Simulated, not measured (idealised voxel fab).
Process module, titled voxel capacitor over wiring
Displayed cross-section: cut, width of 275 nm, square cells sized 5 nm.
Cross-sections here: square-cell grids, written as top-down lists of bands, a band being one or more rows of cells. In this notation a band is specified by the heights of its top and bottom, in that order and in nm, after which its materials appear from left to right, each paired with its width in nm. The word "all across" attached to a single material means that material fills the band from edge to edge; the word "blank" stands for empty space. Counting heights begins at 0, where everything beneath is, in the wafer as received, one material. The lowest band has no bottom; it goes on downwards, as "0 down" shows. Width: "30 to 40" (first number = top row, second number = bottom row, same change from row to row of cells). "all unchanged", as given for a step, is the statement that not any cell of the cross-section underwent a change during that step. "Enclosed empty spaces" - sealed voids, min. 8 cells, no opening to top; format: width x height at distance (distance from left edge; nm throughout). Past the settings on a step's line: simulator remark, on that step. overlay nm, on a step with a mask: how far to the right of its planned place the mask lay; to the left if negative.

Listed below are the process steps as planned:
1: op RECEIVE | material Si
2: op CONFORMAL_DEP | material SiO2 | thk nm 15
3: op DIRECTIONAL_DEP | material TiN | thk nm 5
4: op DIRECTIONAL_DEP | material Ru | thk nm 20
5: op MASKED_ETCH | tone cover | mask id METAL_1 | width nm 20 | pitch nm 90 | etch materials Ru | depth nm 20 | overlay nm 0
6: op MASKED_ETCH | tone cover | mask id METAL_1 | width nm 20 | pitch nm 90 | etch materials TiN | depth nm 5 | overlay nm 0
7: op FILL_DEP | material SiO2 | thk nm 5
8: op CMP | height nm 40
9: op CONFORMAL_DEP | material SiCN | thk nm 5
10: op DIRECTIONAL_DEP | material lowk | thk nm 20
11: op PATTERN | tone open | mask id PLUG_1 | material resist | width nm 15 | thk nm 20 | overlay nm 0
12: op DIRECTIONAL_ETCH | etch materials lowk | depth nm 20
13: op DIRECTIONAL_ETCH | etch materials SiCN | depth nm 5
14: op STRIP | etch materials resist
15: op CONFORMAL_DEP | material TiN | thk nm 5
16: op FILL_DEP | material Cu | thk nm 10
17: op CMP | height nm 65
18: op DIRECTIONAL_DEP | material TiN | thk nm 10
19: op DIRECTIONAL_DEP | material SiN | thk nm 5
20: op DIRECTIONAL_DEP | material TiN | thk nm 5
21: op MASKED_ETCH | tone cover | mask id UPPER_PLATE | width nm 75 | etch materials TiN | depth nm 5 | overlay nm 0
22: op MASKED_ETCH | tone cover | mask id UPPER_PLATE | width nm 75 | etch materials SiN | depth nm 5 | overlay nm 0
23: op MASKED_ETCH | tone cover | mask id LOWER_PLATE | width nm 85 | etch materials TiN | depth nm 10 | overlay nm 0
24: op FILL_DEP | material SiO2 | thk nm 15
25: op CMP | height nm 95
26: op PATTERN | tone open | mask id PLUG_2 | material resist | width nm 15 | thk nm 20 | overlay nm 0
27: op DIRECTIONAL_ETCH | etch materials SiO2 | depth nm 10
28: op STRIP | etch materials resist
29: op CONFORMAL_DEP | material TiN | thk nm 5
30: op FILL_DEP | material W | thk nm 5
31: op CMP | height nm 95
32: op CONFORMAL_DEP | material SiCN | thk nm 5

As received (post step 1): cross-section:
* 0 down | Si all across
* Enclosed empty spaces: none

Post-module cross-section of the first of two wafers (run per plan):
* 100 to 95 | SiCN all across
* 95 to 90 | 95 nm SiO2 / 5 nm TiN / 5 nm W / 5 nm TiN / 165 nm SiO2
* 90 to 80 | 95 to 85 nm SiO2 / 15 to 75 nm TiN / 165 to 115 nm SiO2
* 80 to 75 | 85 nm SiO2 / 75 nm SiN / 115 nm SiO2
* 75 to 65 | 80 nm SiO2 / 85 nm TiN / 110 nm SiO2
* 65 to 45 | 85 nm lowk / 5 nm TiN / 5 nm Cu / 5 nm TiN / 175 nm lowk
* 45 to 40 | 85 nm SiCN / 15 nm TiN / 175 nm SiCN
* 40 to 20 | 80 nm SiO2 / 20 nm Ru / 70 nm SiO2 / 20 nm Ru / 85 nm SiO2
* 20 to 15 | 80 nm SiO2 / 20 nm TiN / 70 nm SiO2 / 20 nm TiN / 85 nm SiO2
* 15 to 0 | SiO2 all across
* 0 down | Si all across
* Enclosed empty spaces: none

This is the second of the two wafers, cross-sectioned at the end of the module; it started exactly like the first and was given the same plan, but it was run with one mistake:
* 100 to 95 | SiCN all across
* 95 to 90 | 95 nm SiO2 / 5 nm TiN / 5 nm W / 5 nm TiN / 165 nm SiO2
* 90 to 80 | 95 to 85 nm SiO2 / 15 to 80 nm TiN / 165 to 110 nm SiO2
* 80 to 75 | 85 nm SiO2 / 80 nm SiN / 110 nm SiO2
* 75 to 65 | 80 nm SiO2 / 85 nm TiN / 110 nm SiO2
* 65 to 45 | 85 nm lowk / 5 nm TiN / 5 nm Cu / 5 nm TiN / 175 nm lowk
* 45 to 40 | 85 nm SiCN / 15 nm TiN / 175 nm SiCN
* 40 to 20 | 80 nm SiO2 / 20 nm Ru / 70 nm SiO2 / 20 nm Ru / 85 nm SiO2
* 20 to 15 | 80 nm SiO2 / 20 nm TiN / 70 nm SiO2 / 20 nm TiN / 85 nm SiO2
* 15 to 0 | SiO2 all across
* 0 down | Si all across
* Enclosed empty spaces: none
What went wrong in running the wafer? step 21 ran differently from the plan; actual operation with settings: op MASKED_ETCH | tone cover | mask id UPPER_PLATE | width nm 80 | etch materials TiN | depth nm 5 | overlay nm 0
Looking at both finished wafers in cells, the second ends up ahead of or behind the first on some materials: 1 more of SiN, 2 fewer of SiO2, 1 more of TiN
